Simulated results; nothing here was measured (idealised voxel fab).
voxel double patterning: a process module
In the cross-section labelled cut, the width is 200 nm and each square cell is 5 nm.
Square cells in a grid make up a cross-section in this document, and the grid is given as bands, listed from the top down, each one or more rows of cells. The band entry comprises the height of the band's top followed by the height of its bottom, expressed in nm, and subsequently the band's materials from left to right, each stated together with its width in nm. Where a single material is marked with the word "edge to edge", that material fills the band from edge to edge. The word "air" represents empty space. Heights from 0 (as-received wafer is one material below). Bottom band endless downward, as "from 0 down". Note: "30..40" means the width goes from the first number (top row of the band) to the second number (bottom row) in equal steps per row of cells. The designation "remained the same", where it is given for a processing step, indicates that no cell of the cross-section was altered in the course of that step. This entry, "Enclosed voids", enumerates those empty regions of no fewer than 8 cells that possess no open connection to the top. Each region is reported in the form width x height at distance, the distance being taken from the left edge, with all three quantities expressed in nm. Heads up: the bit after the settings on a step's line is the simulator's remark on that step. overlay nm: right-of-plan distance of the mask on a masked step; negative values mean left-of-plan. From here on the document is pairs. In a pair, the cross-section before one process step comes with the cross-section after it, and the latter goes no deeper than the lowest band that changed. What lies in between, the step and its settings, is written under the pair. A pair may be from a different run of this module on the same starting wafer than the pair above it, so it continues from that pair only where its entry headed "Ex-ante state" says so.
Ex-ante state
- from 0 down: Si edge to edge
- Enclosed voids: none
As Processed
- from 10 to 0: SiO2 edge to edge
- Heights below 0 show no change.
- Enclosed voids: none
The transition between the preceding cross-sections is accomplished by CONFORMAL_DEP: material SiO2, thk nm 10
Ex-ante state: no separate figure, the pair right above already shows it after its step.
As Processed
- from 30 to 10: W edge to edge
- Heights below 10 show no change.
- Enclosed voids: none
The transition between the preceding cross-sections is accomplished by DIRECTIONAL_DEP: material W, thk nm 20
Ex-ante state: no separate figure, the pair right above already shows it after its step.
As Processed
- from 35 to 30: SiN edge to edge
- Heights below 30 show no change.
- Enclosed voids: none
The transition between the preceding cross-sections is accomplished by DIRECTIONAL_DEP: material SiN, thk nm 5
Ex-ante state: no separate figure, the pair right above already shows it after its step.
As Processed
- from 55 to 35: resist: 40, then air: 15, then resist: 35, then air: 15, then resist: 35, then air: 15, then resist: 45
- Heights below 35 show no change.
- Enclosed voids: none
The transition between the preceding cross-sections is accomplished by PATTERN: tone open, mask id FIRST, material resist, width nm 15, pitch nm 50, thk nm 20, overlay nm 0
Ex-ante state: no separate figure, the pair right above already shows it after its step.
As Processed
- from 55 to 35: resist: 40, then air: 15, then resist: 35, then air: 15, then resist: 35, then air: 15, then resist: 45
- from 35 to 30: SiN: 40, then air: 15, then SiN: 35, then air: 15, then SiN: 35, then air: 15, then SiN: 45
- Heights below 30 show no change.
- Enclosed voids: none
The transition between the preceding cross-sections is accomplished by DIRECTIONAL_ETCH: etch materials SiN, depth nm 5
Ex-ante state: no separate figure, the pair right above already shows it after its step.
As Processed
- from 35 to 30: SiN: 40, then air: 15, then SiN: 35, then air: 15, then SiN: 35, then air: 15, then SiN: 45
- Heights below 30 show no change.
- Enclosed voids: none
The transition between the preceding cross-sections is accomplished by STRIP: etch materials resist
Ex-ante state: no separate figure, the pair right above already shows it after its step.
As Processed
- from 50 to 35: resist: 65, then air: 15, then resist: 35, then air: 15, then resist: 70
- from 35 to 30: SiN: 40, then resist: 15, then SiN: 35, then resist: 15, then SiN: 35, then resist: 15, then SiN: 45
- Heights below 30 show no change.
- Enclosed voids: none
The transition between the preceding cross-sections is accomplished by PATTERN: tone open, mask id SECOND, material resist, width nm 15, pitch nm 50, thk nm 15, overlay nm 0
Ex-ante state: no separate figure, the pair right above already shows it after its step.
As Processed
- from 50 to 35: resist: 65, then air: 15, then resist: 35, then air: 15, then resist: 70
- from 35 to 30: SiN: 40, then resist: 15, then SiN: 10, then air: 15, then SiN: 10, then resist: 15, then SiN: 10, then air: 15, then SiN: 10, then resist: 15, then SiN: 45
- Heights below 30 show no change.
- Enclosed voids: none
The transition between the preceding cross-sections is accomplished by DIRECTIONAL_ETCH: etch materials SiN, depth nm 5
Ex-ante state: no separate figure, the pair right above already shows it after its step.
As Processed
- from 35 to 30: SiN: 40, then air: 15, then SiN: 10, then air: 15, then SiN: 10, then air: 15, then SiN: 10, then air: 15, then SiN: 10, then air: 15, then SiN: 45
- Heights below 30 show no change.
- Enclosed voids: none
The transition between the preceding cross-sections is accomplished by STRIP: etch materials resist
Ex-ante state: no separate figure, the pair right above already shows it after its step.
As Processed
- from 35 to 30: SiN: 40, then air: 15, then SiN: 10, then air: 15, then SiN: 10, then air: 15, then SiN: 10, then air: 15, then SiN: 10, then air: 15, then SiN: 45
- from 30 to 10: W: 40, then air: 15, then W: 10, then air: 15, then W: 10, then air: 15, then W: 10, then air: 15, then W: 10, then air: 15, then W: 45
- Heights below 10 show no change.
- Enclosed voids: none
The transition between the preceding cross-sections is accomplished by DIRECTIONAL_ETCH: etch materials W, depth nm 20
Ex-ante state: no separate figure, the pair right above already shows it after its step.
As Processed
- from 30 to 10: W: 40, then air: 15, then W: 10, then air: 15, then W: 10, then air: 15, then W: 10, then air: 15, then W: 10, then air: 15, then W: 45
- Heights below 10 show no change.
- Enclosed voids: none
The transition between the preceding cross-sections is accomplished by STRIP: etch materials SiN
Ex-ante state
- from 30 to 10: W edge to edge
- from 10 to 0: SiO2 edge to edge
- from 0 down: Si edge to edge
- Enclosed voids: none
As Processed
- from 50 to 10: W edge to edge
- Heights below 10 show no change.
- Enclosed voids: none
The transition between the preceding cross-sections is accomplished by DIRECTIONAL_DEP: material W, thk nm 20
Ex-ante state: no separate figure, the pair right above already shows it after its step.
As Processed
- from 55 to 50: SiN edge to edge
- Heights below 50 show no change.
- Enclosed voids: none
The transition between the preceding cross-sections is accomplished by DIRECTIONAL_DEP: material SiN, thk nm 5
Ex-ante state: no separate figure, the pair right above already shows it after its step.
As Processed
- from 75 to 55: resist: 40, then air: 15, then resist: 35, then air: 15, then resist: 35, then air: 15, then resist: 45
- Heights below 55 show no change.
- Enclosed voids: none
The transition between the preceding cross-sections is accomplished by PATTERN: tone open, mask id FIRST, material resist, width nm 15, pitch nm 50, thk nm 20, overlay nm 0
Ex-ante state: no separate figure, the pair right above already shows it after its step.
As Processed
- from 75 to 55: resist: 40, then air: 15, then resist: 35, then air: 15, then resist: 35, then air: 15, then resist: 45
- from 55 to 50: SiN: 40, then air: 15, then SiN: 35, then air: 15, then SiN: 35, then air: 15, then SiN: 45
- Heights below 50 show no change.
- Enclosed voids: none
The transition between the preceding cross-sections is accomplished by DIRECTIONAL_ETCH: etch materials SiN, depth nm 5
Ex-ante state: no separate figure, the pair right above already shows it after its step.
As Processed
- from 55 to 50: SiN: 40, then air: 15, then SiN: 35, then air: 15, then SiN: 35, then air: 15, then SiN: 45
- Heights below 50 show no change.
- Enclosed voids: none
The transition between the preceding cross-sections is accomplished by STRIP: etch materials resist
Ex-ante state: no separate figure, the pair right above already shows it after its step.
As Processed
- from 70 to 55: resist: 65, then air: 15, then resist: 35, then air: 15, then resist: 70
- from 55 to 50: SiN: 40, then resist: 15, then SiN: 35, then resist: 15, then SiN: 35, then resist: 15, then SiN: 45
- Heights below 50 show no change.
- Enclosed voids: none
The transition between the preceding cross-sections is accomplished by PATTERN: tone open, mask id SECOND, material resist, width nm 15, pitch nm 50, thk nm 15, overlay nm 0
Ex-ante state: no separate figure, the pair right above already shows it after its step.
As Processed
- from 70 to 55: resist: 65, then air: 15, then resist: 35, then air: 15, then resist: 70
- from 55 to 50: SiN: 40, then resist: 15, then SiN: 10, then air: 15, then SiN: 10, then resist: 15, then SiN: 10, then air: 15, then SiN: 10, then resist: 15, then SiN: 45
- Heights below 50 show no change.
- Enclosed voids: none
The transition between the preceding cross-sections is accomplished by DIRECTIONAL_ETCH: etch materials SiN, depth nm 5
Ex-ante state: no separate figure, the pair right above already shows it after its step.
As Processed
- from 55 to 50: SiN: 40, then air: 15, then SiN: 10, then air: 15, then SiN: 10, then air: 15, then SiN: 10, then air: 15, then SiN: 10, then air: 15, then SiN: 45
- Heights below 50 show no change.
- Enclosed voids: none
The transition between the preceding cross-sections is accomplished by STRIP: etch materials resist
Ex-ante state: no separate figure, the pair right above already shows it after its step.
As Processed
- from 55 to 50: SiN: 40, then air: 15, then SiN: 10, then air: 15, then SiN: 10, then air: 15, then SiN: 10, then air: 15, then SiN: 10, then air: 15, then SiN: 45
- from 50 to 30: W: 40, then air: 15, then W: 10, then air: 15, then W: 10, then air: 15, then W: 10, then air: 15, then W: 10, then air: 15, then W: 45
- Heights below 30 show no change.
- Enclosed voids: none
The transition between the preceding cross-sections is accomplished by DIRECTIONAL_ETCH: etch materials W, depth nm 20
Ex-ante state: no separate figure, the pair right above already shows it after its step.
As Processed
- from 50 to 30: W: 40, then air: 15, then W: 10, then air: 15, then W: 10, then air: 15, then W: 10, then air: 15, then W: 10, then air: 15, then W: 45
- Heights below 30 show no change.
- Enclosed voids: none
The transition between the preceding cross-sections is accomplished by STRIP: etch materials SiN
Ex-ante state
- from 0 down: Si edge to edge
- Enclosed voids: none
As Processed
- from 20 to 0: W edge to edge
- Heights below 0 show no change.
- Enclosed voids: none
The transition between the preceding cross-sections is accomplished by DIRECTIONAL_DEP: material W, thk nm 20
Ex-ante state: no separate figure, the pair right above already shows it after its step.
As Processed
- from 30 to 20: SiO2 edge to edge
- Heights below 20 show no change.
- Enclosed voids: none
The transition between the preceding cross-sections is accomplished by CONFORMAL_DEP: material SiO2, thk nm 10
Ex-ante state: no separate figure, the pair right above already shows it after its step.
As Processed
- from 35 to 30: SiN edge to edge
- Heights below 30 show no change.
- Enclosed voids: none
The transition between the preceding cross-sections is accomplished by DIRECTIONAL_DEP: material SiN, thk nm 5
Ex-ante state: no separate figure, the pair right above already shows it after its step.
As Processed
- from 55 to 35: resist: 40, then air: 15, then resist: 35, then air: 15, then resist: 35, then air: 15, then resist: 45
- Heights below 35 show no change.
- Enclosed voids: none
The transition between the preceding cross-sections is accomplished by PATTERN: tone open, mask id FIRST, material resist, width nm 15, pitch nm 50, thk nm 20, overlay nm 0
Ex-ante state: no separate figure, the pair right above already shows it after its step.
As Processed
- from 55 to 35: resist: 40, then air: 15, then resist: 35, then air: 15, then resist: 35, then air: 15, then resist: 45
- from 35 to 30: SiN: 40, then air: 15, then SiN: 35, then air: 15, then SiN: 35, then air: 15, then SiN: 45
- Heights below 30 show no change.
- Enclosed voids: none
The transition between the preceding cross-sections is accomplished by DIRECTIONAL_ETCH: etch materials SiN, depth nm 5
Ex-ante state: no separate figure, the pair right above already shows it after its step.
As Processed
- from 35 to 30: SiN: 40, then air: 15, then SiN: 35, then air: 15, then SiN: 35, then air: 15, then SiN: 45
- Heights below 30 show no change.
- Enclosed voids: none
The transition between the preceding cross-sections is accomplished by STRIP: etch materials resist
Ex-ante state: no separate figure, the pair right above already shows it after its step.
As Processed
- from 50 to 35: resist: 65, then air: 15, then resist: 35, then air: 15, then resist: 70
- from 35 to 30: SiN: 40, then resist: 15, then SiN: 35, then resist: 15, then SiN: 35, then resist: 15, then SiN: 45
- Heights below 30 show no change.
- Enclosed voids: none
The transition between the preceding cross-sections is accomplished by PATTERN: tone open, mask id SECOND, material resist, width nm 15, pitch nm 50, thk nm 15, overlay nm 0
Ex-ante state: no separate figure, the pair right above already shows it after its step.
As Processed
- from 50 to 35: resist: 65, then air: 15, then resist: 35, then air: 15, then resist: 70
- from 35 to 30: SiN: 40, then resist: 15, then SiN: 10, then air: 15, then SiN: 10, then resist: 15, then SiN: 10, then air: 15, then SiN: 10, then resist: 15, then SiN: 45
- Heights below 30 show no change.
- Enclosed voids: none
The transition between the preceding cross-sections is accomplished by DIRECTIONAL_ETCH: etch materials SiN, depth nm 5
Ex-ante state: no separate figure, the pair right above already shows it after its step.
As Processed
- from 35 to 30: SiN: 40, then air: 15, then SiN: 10, then air: 15, then SiN: 10, then air: 15, then SiN: 10, then air: 15, then SiN: 10, then air: 15, then SiN: 45
- Heights below 30 show no change.
- Enclosed voids: none
The transition between the preceding cross-sections is accomplished by STRIP: etch materials resist
Ex-ante state: no separate figure, the pair right above already shows it after its step.
As Processed
- from 30 to 20: SiO2 edge to edge
- Heights below 20 show no change.
- Enclosed voids: none
The transition between the preceding cross-sections is accomplished by STRIP: etch materials SiN
Ex-ante state
- from 10 to 0: SiO2 edge to edge
- from 0 down: Si edge to edge
- Enclosed voids: none
As Processed
- from 25 to 10: W edge to edge
- Heights below 10 show no change.
- Enclosed voids: none
The transition between the preceding cross-sections is accomplished by DIRECTIONAL_DEP: material W, thk nm 15
Ex-ante state: no separate figure, the pair right above already shows it after its step.
As Processed
- from 30 to 25: SiN edge to edge
- Heights below 25 show no change.
- Enclosed voids: none
The transition between the preceding cross-sections is accomplished by DIRECTIONAL_DEP: material SiN, thk nm 5
Ex-ante state: no separate figure, the pair right above already shows it after its step.
As Processed
- from 50 to 30: resist: 40, then air: 15, then resist: 35, then air: 15, then resist: 35, then air: 15, then resist: 45
- Heights below 30 show no change.
- Enclosed voids: none
The transition between the preceding cross-sections is accomplished by PATTERN: tone open, mask id FIRST, material resist, width nm 15, pitch nm 50, thk nm 20, overlay nm 0
Ex-ante state: no separate figure, the pair right above already shows it after its step.
As Processed
- from 50 to 30: resist: 40, then air: 15, then resist: 35, then air: 15, then resist: 35, then air: 15, then resist: 45
- from 30 to 25: SiN: 40, then air: 15, then SiN: 35, then air: 15, then SiN: 35, then air: 15, then SiN: 45
- Heights below 25 show no change.
- Enclosed voids: none
The transition between the preceding cross-sections is accomplished by DIRECTIONAL_ETCH: etch materials SiN, depth nm 5
Ex-ante state: no separate figure, the pair right above already shows it after its step.
As Processed
- from 30 to 25: SiN: 40, then air: 15, then SiN: 35, then air: 15, then SiN: 35, then air: 15, then SiN: 45
- Heights below 25 show no change.
- Enclosed voids: none
The transition between the preceding cross-sections is accomplished by STRIP: etch materials resist
Ex-ante state: no separate figure, the pair right above already shows it after its step.
As Processed
- from 45 to 30: resist: 65, then air: 15, then resist: 35, then air: 15, then resist: 70
- from 30 to 25: SiN: 40, then resist: 15, then SiN: 35, then resist: 15, then SiN: 35, then resist: 15, then SiN: 45
- Heights below 25 show no change.
- Enclosed voids: none
The transition between the preceding cross-sections is accomplished by PATTERN: tone open, mask id SECOND, material resist, width nm 15, pitch nm 50, thk nm 15, overlay nm 0
Ex-ante state: no separate figure, the pair right above already shows it after its step.
As Processed
- from 45 to 30: resist: 65, then air: 15, then resist: 35, then air: 15, then resist: 70
- from 30 to 25: SiN: 40, then resist: 15, then SiN: 10, then air: 15, then SiN: 10, then resist: 15, then SiN: 10, then air: 15, then SiN: 10, then resist: 15, then SiN: 45
- Heights below 25 show no change.
- Enclosed voids: none
The transition between the preceding cross-sections is accomplished by DIRECTIONAL_ETCH: etch materials SiN, depth nm 5
Ex-ante state: no separate figure, the pair right above already shows it after its step.
As Processed
- from 30 to 25: SiN: 40, then air: 15, then SiN: 10, then air: 15, then SiN: 10, then air: 15, then SiN: 10, then air: 15, then SiN: 10, then air: 15, then SiN: 45
- Heights below 25 show no change.
- Enclosed voids: none
The transition between the preceding cross-sections is accomplished by STRIP: etch materials resist
Ex-ante state: no separate figure, the pair right above already shows it after its step.
As Processed
- from 30 to 25: SiN: 40, then air: 15, then SiN: 10, then air: 15, then SiN: 10, then air: 15, then SiN: 10, then air: 15, then SiN: 10, then air: 15, then SiN: 45
- from 25 to 10: W: 40, then air: 15, then W: 10, then air: 15, then W: 10, then air: 15, then W: 10, then air: 15, then W: 10, then air: 15, then W: 45
- Heights below 10 show no change.
- Enclosed voids: none
The transition between the preceding cross-sections is accomplished by DIRECTIONAL_ETCH: etch materials W, depth nm 20
Ex-ante state: no separate figure, the pair right above already shows it after its step.
As Processed
- from 25 to 10: W: 40, then air: 15, then W: 10, then air: 15, then W: 10, then air: 15, then W: 10, then air: 15, then W: 10, then air: 15, then W: 45
- Heights below 10 show no change.
- Enclosed voids: none
The transition between the preceding cross-sections is accomplished by STRIP: etch materials SiN
Ex-ante state
- from 35 to 30: SiN edge to edge
- from 30 to 10: W edge to edge
- from 10 to 0: SiO2 edge to edge
- from 0 down: Si edge to edge
- Enclosed voids: none
As Processed
- from 55 to 35: resist: 40, then air: 20, then resist: 30, then air: 20, then resist: 30, then air: 20, then resist: 40
- Heights below 35 show no change.
- Enclosed voids: none
The transition between the preceding cross-sections is accomplished by PATTERN: tone open, mask id FIRST, material resist, width nm 20, pitch nm 50, thk nm 20, overlay nm 0
Ex-ante state: no separate figure, the pair right above already shows it after its step.
As Processed
- from 55 to 35: resist: 40, then air: 20, then resist: 30, then air: 20, then resist: 30, then air: 20, then resist: 40
- from 35 to 30: SiN: 40, then air: 20, then SiN: 30, then air: 20, then SiN: 30, then air: 20, then SiN: 40
- Heights below 30 show no change.
- Enclosed voids: none
The transition between the preceding cross-sections is accomplished by DIRECTIONAL_ETCH: etch materials SiN, depth nm 5
Ex-ante state: no separate figure, the pair right above already shows it after its step.
As Processed
- from 35 to 30: SiN: 40, then air: 20, then SiN: 30, then air: 20, then SiN: 30, then air: 20, then SiN: 40
- Heights below 30 show no change.
- Enclosed voids: none
The transition between the preceding cross-sections is accomplished by STRIP: etch materials resist
Ex-ante state: no separate figure, the pair right above already shows it after its step.
As Processed
- from 50 to 35: resist: 65, then air: 15, then resist: 35, then air: 15, then resist: 70
- from 35 to 30: SiN: 40, then resist: 20, then SiN: 30, then resist: 20, then SiN: 30, then resist: 20, then SiN: 40
- Heights below 30 show no change.
- Enclosed voids: none
The transition between the preceding cross-sections is accomplished by PATTERN: tone open, mask id SECOND, material resist, width nm 15, pitch nm 50, thk nm 15, overlay nm 0
Ex-ante state: no separate figure, the pair right above already shows it after its step.
As Processed
- from 50 to 35: resist: 65, then air: 15, then resist: 35, then air: 15, then resist: 70
- from 35 to 30: SiN: 40, then resist: 20, then SiN: 5, then air: 15, then SiN: 10, then resist: 20, then SiN: 5, then air: 15, then SiN: 10, then resist: 20, then SiN: 40
- Heights below 30 show no change.
- Enclosed voids: none
The transition between the preceding cross-sections is accomplished by DIRECTIONAL_ETCH: etch materials SiN, depth nm 5
Ex-ante state: no separate figure, the pair right above already shows it after its step.
As Processed
- from 35 to 30: SiN: 40, then air: 20, then SiN: 5, then air: 15, then SiN: 10, then air: 20, then SiN: 5, then air: 15, then SiN: 10, then air: 20, then SiN: 40
- Heights below 30 show no change.
- Enclosed voids: none
The transition between the preceding cross-sections is accomplished by STRIP: etch materials resist
Ex-ante state: no separate figure, the pair right above already shows it after its step.
As Processed
- from 35 to 30: SiN: 40, then air: 20, then SiN: 5, then air: 15, then SiN: 10, then air: 20, then SiN: 5, then air: 15, then SiN: 10, then air: 20, then SiN: 40
- from 30 to 10: W: 40, then air: 20, then W: 5, then air: 15, then W: 10, then air: 20, then W: 5, then air: 15, then W: 10, then air: 20, then W: 40
- Heights below 10 show no change.
- Enclosed voids: none
The transition between the preceding cross-sections is accomplished by DIRECTIONAL_ETCH: etch materials W, depth nm 20
Ex-ante state: no separate figure, the pair right above already shows it after its step.
As Processed
- from 30 to 10: W: 40, then air: 20, then W: 5, then air: 15, then W: 10, then air: 20, then W: 5, then air: 15, then W: 10, then air: 20, then W: 40
- Heights below 10 show no change.
- Enclosed voids: none
The transition between the preceding cross-sections is accomplished by STRIP: etch materials SiN
Ex-ante state
- from 35 to 30: SiN edge to edge
- from 30 to 10: W edge to edge
- from 10 to 0: SiO2 edge to edge
- from 0 down: Si edge to edge
- Enclosed voids: none
As Processed
- from 55 to 35: resist: 35, then air: 15, then resist: 35, then air: 15, then resist: 35, then air: 15, then resist: 50
- Heights below 35 show no change.
- Enclosed voids: none
The transition between the preceding cross-sections is accomplished by PATTERN: tone open, mask id FIRST, material resist, width nm 15, pitch nm 50, thk nm 20, overlay nm -5
Ex-ante state: no separate figure, the pair right above already shows it after its step.
As Processed
- from 55 to 35: resist: 35, then air: 15, then resist: 35, then air: 15, then resist: 35, then air: 15, then resist: 50
- from 35 to 30: SiN: 35, then air: 15, then SiN: 35, then air: 15, then SiN: 35, then air: 15, then SiN: 50
- Heights below 30 show no change.
- Enclosed voids: none
The transition between the preceding cross-sections is accomplished by DIRECTIONAL_ETCH: etch materials SiN, depth nm 5
Ex-ante state: no separate figure, the pair right above already shows it after its step.
As Processed
- from 35 to 30: SiN: 35, then air: 15, then SiN: 35, then air: 15, then SiN: 35, then air: 15, then SiN: 50
- Heights below 30 show no change.
- Enclosed voids: none
The transition between the preceding cross-sections is accomplished by STRIP: etch materials resist
Ex-ante state: no separate figure, the pair right above already shows it after its step.
As Processed
- from 50 to 35: resist: 65, then air: 15, then resist: 35, then air: 15, then resist: 70
- from 35 to 30: SiN: 35, then resist: 15, then SiN: 35, then resist: 15, then SiN: 35, then resist: 15, then SiN: 50
- Heights below 30 show no change.
- Enclosed voids: none
The transition between the preceding cross-sections is accomplished by PATTERN: tone open, mask id SECOND, material resist, width nm 15, pitch nm 50, thk nm 15, overlay nm 0
Ex-ante state: no separate figure, the pair right above already shows it after its step.
As Processed
- from 50 to 35: resist: 65, then air: 15, then resist: 35, then air: 15, then resist: 70
- from 35 to 30: SiN: 35, then resist: 15, then SiN: 15, then air: 15, then SiN: 5, then resist: 15, then SiN: 15, then air: 15, then SiN: 5, then resist: 15, then SiN: 50
- Heights below 30 show no change.
- Enclosed voids: none
The transition between the preceding cross-sections is accomplished by DIRECTIONAL_ETCH: etch materials SiN, depth nm 5
Ex-ante state: no separate figure, the pair right above already shows it after its step.
As Processed
- from 35 to 30: SiN: 35, then air: 15, then SiN: 15, then air: 15, then SiN: 5, then air: 15, then SiN: 15, then air: 15, then SiN: 5, then air: 15, then SiN: 50
- Heights below 30 show no change.
- Enclosed voids: none
The transition between the preceding cross-sections is accomplished by STRIP: etch materials resist
Ex-ante state: no separate figure, the pair right above already shows it after its step.
As Processed
- from 35 to 30: SiN: 35, then air: 15, then SiN: 15, then air: 15, then SiN: 5, then air: 15, then SiN: 15, then air: 15, then SiN: 5, then air: 15, then SiN: 50
- from 30 to 10: W: 35, then air: 15, then W: 15, then air: 15, then W: 5, then air: 15, then W: 15, then air: 15, then W: 5, then air: 15, then W: 50
- Heights below 10 show no change.
- Enclosed voids: none
The transition between the preceding cross-sections is accomplished by DIRECTIONAL_ETCH: etch materials W, depth nm 20
Ex-ante state: no separate figure, the pair right above already shows it after its step.
As Processed
- from 30 to 10: W: 35, then air: 15, then W: 15, then air: 15, then W: 5, then air: 15, then W: 15, then air: 15, then W: 5, then air: 15, then W: 50
- Heights below 10 show no change.
- Enclosed voids: none
The transition between the preceding cross-sections is accomplished by STRIP: etch materials SiN
Ex-ante state
- from 30 to 10: W edge to edge
- from 10 to 0: SiO2 edge to edge
- from 0 down: Si edge to edge
- Enclosed voids: none
As Processed
- from 35 to 30: SiO2 edge to edge
- Heights below 30 show no change.
- Enclosed voids: none
The transition between the preceding cross-sections is accomplished by DIRECTIONAL_DEP: material SiO2, thk nm 5
Ex-ante state: no separate figure, the pair right above already shows it after its step.
As Processed
- from 55 to 35: resist: 40, then air: 15, then resist: 35, then air: 15, then resist: 35, then air: 15, then resist: 45
- Heights below 35 show no change.
- Enclosed voids: none
The transition between the preceding cross-sections is accomplished by PATTERN: tone open, mask id FIRST, material resist, width nm 15, pitch nm 50, thk nm 20, overlay nm 0
Ex-ante state: no separate figure, the pair right above already shows it after its step.
As Processed
- from 35 to 30: SiO2 edge to edge
- Heights below 30 show no change.
- Enclosed voids: none
The transition between the preceding cross-sections is accomplished by STRIP: etch materials resist
Ex-ante state: no separate figure, the pair right above already shows it after its step.
As Processed
- from 50 to 35: resist: 65, then air: 15, then resist: 35, then air: 15, then resist: 70
- Heights below 35 show no change.
- Enclosed voids: none
The transition between the preceding cross-sections is accomplished by PATTERN: tone open, mask id SECOND, material resist, width nm 15, pitch nm 50, thk nm 15, overlay nm 0
Ex-ante state: no separate figure, the pair right above already shows it after its step.
As Processed
- from 35 to 30: SiO2 edge to edge
- Heights below 30 show no change.
- Enclosed voids: none
The transition between the preceding cross-sections is accomplished by STRIP: etch materials resist
Ex-ante state
- from 35 to 30: SiN: 40, then air: 15, then SiN: 35, then air: 15, then SiN: 35, then air: 15, then SiN: 45
- from 30 to 10: W edge to edge
- from 10 to 0: SiO2 edge to edge
- from 0 down: Si edge to edge
- Enclosed voids: none
As Processed
- from 50 to 35: air: 65, then resist: 15, then air: 35, then resist: 15, then air: 70
- Heights below 35 show no change.
- Enclosed voids: none
The transition between the preceding cross-sections is accomplished by PATTERN: tone cover, mask id SECOND, material resist, width nm 15, pitch nm 50, thk nm 15, overlay nm 0
Ex-ante state: no separate figure, the pair right above already shows it after its step.
As Processed
- from 50 to 35: air: 65, then resist: 15, then air: 35, then resist: 15, then air: 70
- from 35 to 30: air: 65, then SiN: 15, then air: 35, then SiN: 15, then air: 70
- Heights below 30 show no change.
- Enclosed voids: none
The transition between the preceding cross-sections is accomplished by DIRECTIONAL_ETCH: etch materials SiN, depth nm 5
Ex-ante state: no separate figure, the pair right above already shows it after its step.
As Processed
- from 35 to 30: air: 65, then SiN: 15, then air: 35, then SiN: 15, then air: 70
- Heights below 30 show no change.
- Enclosed voids: none
The transition between the preceding cross-sections is accomplished by STRIP: etch materials resist
Ex-ante state: no separate figure, the pair right above already shows it after its step.
As Processed
- from 35 to 30: air: 65, then SiN: 15, then air: 35, then SiN: 15, then air: 70
- from 30 to 10: air: 65, then W: 15, then air: 35, then W: 15, then air: 70
- Heights below 10 show no change.
- Enclosed voids: none
The transition between the preceding cross-sections is accomplished by DIRECTIONAL_ETCH: etch materials W, depth nm 20
Ex-ante state: no separate figure, the pair right above already shows it after its step.
As Processed
- from 30 to 10: air: 65, then W: 15, then air: 35, then W: 15, then air: 70
- Heights below 10 show no change.
- Enclosed voids: none
The transition between the preceding cross-sections is accomplished by STRIP: etch materials SiN
